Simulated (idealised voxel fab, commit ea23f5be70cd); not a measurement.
Process module, titled voxel fin reveal
The cross-section shown here is cut; it is 200 nm wide and divided into square cells measuring 5 nm on a side.
A cross-section is written here as square cells arranged in a grid, and it is given in bands from the top down, each band taking up one or more rows of cells. Band: top and bottom heights (nm) first, top before bottom; then materials from left to right, widths in nm. "all across" marks a sole material filling the band edge to edge. "empty" denotes empty space. A quick word on heights: they are counted from 0, and under that level the wafer as it came to us is one material throughout. The lowest band is different from the rest in having no bottom; it simply continues downward, written as in "0 down". A width such as "30->40" changes by the same amount from each row of cells to the next, from the band's top row to its bottom row. The cross-section has no changed cell in any step marked "nothing was modified". "Fully sealed voids" specifies each empty space that is not open to the top and that occupies no fewer than 8 cells, using the form width x height at distance, the distance measured from the left edge and all three quantities in nm. That trailing text on a step's line, after the settings, is the simulator's own remark on the step. overlay nm: how far to the right of its planned place the mask lay on this masked step (negative: to the left).

-- Planned process steps
1. RECEIVE [material Si]
2. CONFORMAL_DEP [material SiN] [thk nm 10]
3. MASKED_ETCH [tone cover] [mask id FINS] [width nm 15] [pitch nm 35] [etch materials SiN] [depth nm 10] [overlay nm 0]
4. MASKED_ETCH [tone cover] [mask id FINS] [width nm 15] [pitch nm 35] [etch materials Si] [depth nm 40] [overlay nm 0]
5. FILL_DEP [material SiO2] [thk nm 15]
6. CMP [height nm 10]
7. SELECTIVE_ETCH [etch materials SiO2] [depth nm 25]
8. STRIP [etch materials SiN]

-- Wafer cross-section on receipt, i.e. after step 1
- 0 down  Si all across
- Fully sealed voids: none

-- Cross-sectional image of the first of two wafers at the end of the module, the run having proceeded as planned
- 0 to -15  empty 75 nm, then Si 15 nm, then empty 20 nm, then Si 15 nm, then empty 75 nm
- -15 to -40  SiO2 75 nm, then Si 15 nm, then SiO2 20 nm, then Si 15 nm, then SiO2 75 nm
- -40 down  Si all across
- Fully sealed voids: none

-- What the second wafer looks like in cross-section once the module is done. Its start and its plan matched the first wafer's exactly; what differed was one mistake in how it was run
- 0 to -15  empty 75 nm, then Si 15 nm, then empty 20 nm, then Si 15 nm, then empty 75 nm
- -15 to -35  SiO2 75 nm, then Si 15 nm, then SiO2 20 nm, then Si 15 nm, then SiO2 75 nm
- -35 down  Si all across
- Fully sealed voids: none
Which mistake was made when the wafer was run? off-plan run, step 4, actual operation and settings MASKED_ETCH [tone cover] [mask id FINS] [width nm 15] [pitch nm 35] [etch materials Si] [depth nm 35] [overlay nm 0]
Materials where the second wafer ends with more or fewer cells than the first: 34 more of Si | 34 fewer of SiO2
